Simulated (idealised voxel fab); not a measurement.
process module | voxel double patterning
cross-section cut | 170 nm wide | cells 5 nm
A cross-section is a grid of square cells, given in bands from the top down. A band is one or more rows of cells.
Each band's line starts with the height of the band's top and of its bottom, in nm. Then come its materials from left to right, each with its width in nm. One material with "throughout" fills the band from edge to edge. "air" is empty space.
Height 0 is the level under which the wafer as received is all one material. The lowest band goes on downwards, as in "0 down".
A width such as "30 to 40" changes by the same amount from each row of cells to the next, from the band's top row to its bottom row.
"no change" after a step means that no cell of the cross-section changed.
closed voids: empty space of 8 cells or more with no open way to the top, each as width x height at its distance from the left edge, in nm
after a step's settings: what the simulator itself notes on the step
overlay nm, on a step with a mask: how far to the right of its planned place the mask lay; to the left if negative
plan
1 op RECEIVE | material Si
2 op CONFORMAL_DEP | material SiN | thk nm 10
3 op DIRECTIONAL_DEP | material SiO2 | thk nm 10
4 op DIRECTIONAL_DEP | material SiCN | thk nm 5
5 op MASKED_ETCH | tone open | mask id FIRST | width nm 15 | pitch nm 50 | etch materials SiCN | depth nm 5 | overlay nm 0
6 op PATTERN | tone open | mask id SECOND | material resist | width nm 15 | thk nm 20 | overlay nm 0
7 op DIRECTIONAL_ETCH | etch materials SiCN | depth nm 5
8 op STRIP | etch materials resist
9 op DIRECTIONAL_ETCH | etch materials SiO2 | depth nm 10
10 op STRIP | etch materials SiCN
varied across the wafers: width nm of step 6. The plan shows the first wafer's value. All wafers start alike
first wafer as received, after step 1
  0 down: Si throughout
  closed voids: none
first wafer at the end, after step 10
  20 to 10: SiO2 50 | air 15 | SiO2 10 | air 15 | SiO2 10 | air 15 | SiO2 55
  10 to 0: SiN throughout
  0 down: Si throughout
  closed voids: none
last wafer at the end
  20 to 10: SiO2 50 | air 15 | SiO2 5 | air 45 | SiO2 55
  10 to 0: SiN throughout
  0 down: Si throughout
  closed voids: none
each wafer at the end: cells of each material gained (+) or lost (-) since it was received, then its closed voids
width nm 15 | +68 SiN | +50 SiO2 | closed voids: none
width nm 20 | +68 SiN | +48 SiO2 | closed voids: none
width nm 25 | +68 SiN | +46 SiO2 | closed voids: none
width nm 30 | +68 SiN | +44 SiO2 | closed voids: none
